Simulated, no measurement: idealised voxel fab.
Module name: voxel transistor to metal (process module)
Cross-sectional view cut (width: 265 nm; square cell size: 5 nm).
For the purposes of this document, a cross-section shall be understood as a grid of square cells, specified as bands listed in top-to-bottom order, each band consisting of one or more rows of cells.
Basically the band line says how high the top is and how high the bottom is, in nm, and then what's in it from left to right, every material with its width in nm. Empty space shows up as "empty", and if a single material carries "edge to edge" it runs the full band edge to edge.
Heights from 0 (as-received wafer is one material below). Bottom band endless downward, as "0 -> down".
The expression "30..40" gives the width at the extremes of the band, the first number at its top row of cells and the second at its bottom row, with the width changing by equal amounts from each row to the next in between.
What does "nothing changed" mean for a step? It means no cell of the cross-section changed in that step.
Listed in "Sealed cavities": every empty space of 8 or more cells without an open way to the top. Form: width x height at distance, the distance being from the left edge, all in nm.
after a step's settings: what the simulator itself notes on the step
A step's line can hold "overlay nm"; with a mask on that step, the setting says how far right of the planned place the mask lay, while a negative setting says it lay to the left.
**Process steps - plan**
1. RECEIVE (material Si)
2. CONFORMAL_DEP (material SiO2; thk nm 5)
3. CONFORMAL_DEP (material SiN; thk nm 10)
4. PATTERN (tone cover; mask id ACTIVE; material resist; width nm 100; pitch nm 125; thk nm 20; overlay nm 0)
5. DIRECTIONAL_ETCH (etch materials SiN; depth nm 10)
6. DIRECTIONAL_ETCH (etch materials SiO2; depth nm 5)
7. DIRECTIONAL_ETCH (etch materials Si; depth nm 25)
8. STRIP (etch materials resist)
9. OXIDIZE (depth nm 5)
10. FILL_DEP (material SiO2; thk nm 5)
11. CMP (height nm 15)
12. SELECTIVE_ETCH (etch materials SiO2; depth nm 10)
13. STRIP (etch materials SiN)
14. SELECTIVE_ETCH (etch materials SiO2; depth nm 5)
15. OXIDIZE (depth nm 5)
16. DIRECTIONAL_DEP (material polySi; thk nm 30)
17. DIRECTIONAL_DEP (material SiCN; thk nm 15)
18. DIRECTIONAL_DEP (material aC; thk nm 15)
19. PATTERN (tone cover; mask id GATE; material resist; width nm 20; pitch nm 125; thk nm 30; overlay nm 0)
20. DIRECTIONAL_ETCH (etch materials aC; depth nm 15)
21. STRIP (etch materials resist)
22. DIRECTIONAL_ETCH (etch materials SiCN; depth nm 25)
23. DIRECTIONAL_ETCH (etch materials polySi; depth nm 40)
24. STRIP (etch materials aC)
25. CONFORMAL_DEP (material SiN; thk nm 10)
26. DIRECTIONAL_ETCH (etch materials SiN; depth nm 10)
27. DIRECTIONAL_ETCH (etch materials SiO2; depth nm 5)
28. DIRECTIONAL_ETCH (etch materials Si; depth nm 10)
29. EPI (material SiGe; thk nm 15)
30. FILL_DEP (material SiO2; thk nm 5)
31. CMP (height nm 45)
32. DIRECTIONAL_DEP (material SiO2; thk nm 15)
33. DIRECTIONAL_DEP (material aC; thk nm 15)
34. PATTERN (tone open; mask id CONTACT; material resist; width nm 20; thk nm 35; overlay nm 0)
35. DIRECTIONAL_ETCH (etch materials aC; depth nm 15)
36. STRIP (etch materials resist)
37. DIRECTIONAL_ETCH (etch materials SiO2; depth nm 60)
38. STRIP (etch materials aC)
39. CONFORMAL_DEP (material TiN; thk nm 5)
40. FILL_DEP (material Ru; thk nm 10)
41. CMP (height nm 60)
42. CONFORMAL_DEP (material SiN; thk nm 5)
43. DIRECTIONAL_DEP (material lowk; thk nm 20)
44. PATTERN (tone open; mask id METAL_1; material resist; width nm 20; thk nm 20; overlay nm 0)
45. DIRECTIONAL_ETCH (etch materials lowk; depth nm 20)
46. DIRECTIONAL_ETCH (etch materials SiN; depth nm 5)
47. STRIP (etch materials resist)
48. CONFORMAL_DEP (material TiN; thk nm 5)
49. FILL_DEP (material Ru; thk nm 5)
50. CMP (height nm 85)
51. CONFORMAL_DEP (material SiCN; thk nm 5)
52. DIRECTIONAL_DEP (material lowk; thk nm 25)
53. DIRECTIONAL_DEP (material aC; thk nm 15)
54. PATTERN (tone open; mask id METAL_2_HOLES; material resist; width nm 15; pitch nm 125; thk nm 35; overlay nm 0)
55. DIRECTIONAL_ETCH (etch materials aC; depth nm 15)
56. STRIP (etch materials resist)
57. DIRECTIONAL_ETCH (etch materials lowk; depth nm 25)
58. STRIP (etch materials aC)
59. PATTERN (tone open; mask id METAL_2; material resist; width nm 20; pitch nm 125; thk nm 20; overlay nm 0)
60. DIRECTIONAL_ETCH (etch materials lowk; depth nm 15)
61. DIRECTIONAL_ETCH (etch materials SiCN; depth nm 5)
62. STRIP (etch materials resist)
63. CONFORMAL_DEP (material TiN; thk nm 5)
64. FILL_DEP (material Ru; thk nm 10)
65. CMP (height nm 115)
66. CONFORMAL_DEP (material SiN; thk nm 5)
Where the wafers of this document differ is in the depth nm of step 27; they start out the same, and the plan states the value that applied to the first wafer.
**The first of several wafers, as received after step 1, seen in section**
> 0 -> down | Si edge to edge
> Sealed cavities: none
**Quick look at the cross-section of the first of several wafers after step 66, which wraps up the module**
> 120 -> 115 | SiN edge to edge
> 115 -> 105 | lowk 25 nm  TiN 5 nm  Ru 10 nm  TiN 5 nm  lowk 105 nm  TiN 5 nm  Ru 10 nm  TiN 5 nm  lowk 95 nm
> 105 -> 100 | lowk 25 nm  TiN 5 nm  Ru 5 nm  TiN 10 nm  lowk 105 nm  TiN 5 nm  Ru 5 nm  TiN 10 nm  lowk 95 nm
> 100 -> 90 | lowk 25 nm  TiN 5 nm  Ru 5 nm  TiN 5 nm  lowk 110 nm  TiN 5 nm  Ru 5 nm  TiN 5 nm  lowk 100 nm
> 90 -> 85 | SiCN 25 nm  TiN 15 nm  SiCN 110 nm  TiN 15 nm  SiCN 100 nm
> 85 -> 65 | lowk 25 nm  TiN 5 nm  Ru 10 nm  TiN 5 nm  lowk 50 nm  TiN 5 nm  Ru 10 nm  TiN 5 nm  lowk 35 nm  TiN 5 nm  Ru 10 nm  TiN 5 nm  lowk 50 nm  TiN 5 nm  Ru 10 nm  TiN 5 nm  lowk 25 nm
> 65 -> 60 | SiN 25 nm  TiN 20 nm  SiN 50 nm  TiN 20 nm  SiN 35 nm  TiN 20 nm  SiN 50 nm  TiN 20 nm  SiN 25 nm
> 60 -> 45 | SiO2 25 nm  TiN 5 nm  Ru 10 nm  TiN 5 nm  SiO2 50 nm  TiN 5 nm  Ru 10 nm  TiN 5 nm  SiO2 35 nm  TiN 5 nm  Ru 10 nm  TiN 5 nm  SiO2 50 nm  TiN 5 nm  Ru 10 nm  TiN 5 nm  SiO2 25 nm
> 45 -> 30 | SiO2 25 nm  TiN 5 nm  Ru 10 nm  TiN 5 nm  SiO2 5 nm  SiN 10 nm  SiCN 20 nm  SiN 10 nm  SiO2 5 nm  TiN 5 nm  Ru 10 nm  TiN 5 nm  SiO2 35 nm  TiN 5 nm  Ru 10 nm  TiN 5 nm  SiO2 5 nm  SiN 10 nm  SiCN 20 nm  SiN 10 nm  SiO2 5 nm  TiN 5 nm  Ru 10 nm  TiN 5 nm  SiO2 25 nm
> 30 -> 15 | SiO2 25 nm  TiN 5 nm  Ru 10 nm  TiN 5 nm  SiO2 5 nm  SiN 10 nm  polySi 20 nm  SiN 10 nm  SiO2 5 nm  TiN 5 nm  Ru 10 nm  TiN 5 nm  SiO2 35 nm  TiN 5 nm  Ru 10 nm  TiN 5 nm  SiO2 5 nm  SiN 10 nm  polySi 20 nm  SiN 10 nm  SiO2 5 nm  TiN 5 nm  Ru 10 nm  TiN 5 nm  SiO2 25 nm
> 15 -> 10 | SiO2 25 nm  TiN 20 nm  SiO2 5 nm  SiN 10 nm  polySi 20 nm  SiN 10 nm  SiO2 5 nm  TiN 20 nm  SiO2 35 nm  TiN 20 nm  SiO2 5 nm  SiN 10 nm  polySi 20 nm  SiN 10 nm  SiO2 5 nm  TiN 20 nm  SiO2 25 nm
> 10 -> 0 | SiO2 25 nm  TiN 10 nm  SiGe 15 nm  SiN 10 nm  polySi 20 nm  SiN 10 nm  SiGe 15 nm  TiN 10 nm  SiO2 35 nm  TiN 10 nm  SiGe 15 nm  SiN 10 nm  polySi 20 nm  SiN 10 nm  SiGe 15 nm  TiN 10 nm  SiO2 25 nm
> 0 -> -5 | SiO2 20 nm  SiGe 30 nm  SiO2 40 nm  SiGe 30 nm  SiO2 25 nm  SiGe 30 nm  SiO2 40 nm  SiGe 30 nm  SiO2 20 nm
> -5 -> -15 | SiO2 25 nm  SiGe 25 nm  Si 40 nm  SiGe 25 nm  SiO2 35 nm  SiGe 25 nm  Si 40 nm  SiGe 25 nm  SiO2 25 nm
> -15 -> -30 | SiO2 25 nm  Si 90 nm  SiO2 35 nm  Si 90 nm  SiO2 25 nm
> -30 -> down | Si edge to edge
> Sealed cavities: none
**Last wafer of the set, cross-sectioned at end of module**
> 120 -> 115 | SiN edge to edge
> 115 -> 105 | lowk 25 nm  TiN 5 nm  Ru 10 nm  TiN 5 nm  lowk 105 nm  TiN 5 nm  Ru 10 nm  TiN 5 nm  lowk 95 nm
> 105 -> 100 | lowk 25 nm  TiN 5 nm  Ru 5 nm  TiN 10 nm  lowk 105 nm  TiN 5 nm  Ru 5 nm  TiN 10 nm  lowk 95 nm
> 100 -> 90 | lowk 25 nm  TiN 5 nm  Ru 5 nm  TiN 5 nm  lowk 110 nm  TiN 5 nm  Ru 5 nm  TiN 5 nm  lowk 100 nm
> 90 -> 85 | SiCN 25 nm  TiN 15 nm  SiCN 110 nm  TiN 15 nm  SiCN 100 nm
> 85 -> 65 | lowk 25 nm  TiN 5 nm  Ru 10 nm  TiN 5 nm  lowk 50 nm  TiN 5 nm  Ru 10 nm  TiN 5 nm  lowk 35 nm  TiN 5 nm  Ru 10 nm  TiN 5 nm  lowk 50 nm  TiN 5 nm  Ru 10 nm  TiN 5 nm  lowk 25 nm
> 65 -> 60 | SiN 25 nm  TiN 20 nm  SiN 50 nm  TiN 20 nm  SiN 35 nm  TiN 20 nm  SiN 50 nm  TiN 20 nm  SiN 25 nm
> 60 -> 45 | SiO2 25 nm  TiN 5 nm  Ru 10 nm  TiN 5 nm  SiO2 50 nm  TiN 5 nm  Ru 10 nm  TiN 5 nm  SiO2 35 nm  TiN 5 nm  Ru 10 nm  TiN 5 nm  SiO2 50 nm  TiN 5 nm  Ru 10 nm  TiN 5 nm  SiO2 25 nm
> 45 -> 30 | SiO2 25 nm  TiN 5 nm  Ru 10 nm  TiN 5 nm  SiO2 5 nm  SiN 10 nm  SiCN 20 nm  SiN 10 nm  SiO2 5 nm  TiN 5 nm  Ru 10 nm  TiN 5 nm  SiO2 35 nm  TiN 5 nm  Ru 10 nm  TiN 5 nm  SiO2 5 nm  SiN 10 nm  SiCN 20 nm  SiN 10 nm  SiO2 5 nm  TiN 5 nm  Ru 10 nm  TiN 5 nm  SiO2 25 nm
> 30 -> 15 | SiO2 25 nm  TiN 5 nm  Ru 10 nm  TiN 5 nm  SiO2 5 nm  SiN 10 nm  polySi 20 nm  SiN 10 nm  SiO2 5 nm  TiN 5 nm  Ru 10 nm  TiN 5 nm  SiO2 35 nm  TiN 5 nm  Ru 10 nm  TiN 5 nm  SiO2 5 nm  SiN 10 nm  polySi 20 nm  SiN 10 nm  SiO2 5 nm  TiN 5 nm  Ru 10 nm  TiN 5 nm  SiO2 25 nm
> 15 -> 10 | SiO2 25 nm  TiN 20 nm  SiO2 5 nm  SiN 10 nm  polySi 20 nm  SiN 10 nm  SiO2 5 nm  TiN 20 nm  SiO2 35 nm  TiN 20 nm  SiO2 5 nm  SiN 10 nm  polySi 20 nm  SiN 10 nm  SiO2 5 nm  TiN 20 nm  SiO2 25 nm
> 10 -> 0 | SiO2 25 nm  TiN 10 nm  SiGe 15 nm  SiN 10 nm  polySi 20 nm  SiN 10 nm  SiGe 15 nm  TiN 10 nm  SiO2 35 nm  TiN 10 nm  SiGe 15 nm  SiN 10 nm  polySi 20 nm  SiN 10 nm  SiGe 15 nm  TiN 10 nm  SiO2 25 nm
> 0 -> -5 | SiO2 10 nm  SiGe 40 nm  SiO2 40 nm  SiGe 40 nm  SiO2 5 nm  SiGe 40 nm  SiO2 40 nm  SiGe 40 nm  SiO2 10 nm
> -5 -> -15 | SiO2 10 nm  SiGe 40 nm  Si 40 nm  SiGe 40 nm  SiO2 5 nm  SiGe 40 nm  Si 40 nm  SiGe 40 nm  SiO2 10 nm
> -15 -> -20 | SiO2 10 nm  SiGe 15 nm  Si 90 nm  SiGe 15 nm  SiO2 5 nm  SiGe 15 nm  Si 90 nm  SiGe 15 nm  SiO2 10 nm
> -20 -> -30 | SiO2 25 nm  Si 90 nm  SiO2 35 nm  Si 90 nm  SiO2 25 nm
> -30 -> down | Si edge to edge
> Sealed cavities: none
**Gained (+) or lost (-) cells of each material since receipt, then closed voids: one row per wafer, at the end of the module**
depth nm 5 | +118 Ru | -178 Si | +71 SiCN | +88 SiGe | +162 SiN | +406 SiO2 | +180 TiN | +377 lowk | +48 polySi | Sealed cavities: none
depth nm 10 | +118 Ru | -178 Si | +71 SiCN | +100 SiGe | +162 SiN | +394 SiO2 | +180 TiN | +377 lowk | +48 polySi | Sealed cavities: none
depth nm 15 | +118 Ru | -178 Si | +71 SiCN | +120 SiGe | +162 SiN | +374 SiO2 | +180 TiN | +377 lowk | +48 polySi | Sealed cavities: none
depth nm 20 | +118 Ru | -178 Si | +71 SiCN | +132 SiGe | +162 SiN | +362 SiO2 | +180 TiN | +377 lowk | +48 polySi | Sealed cavities: none
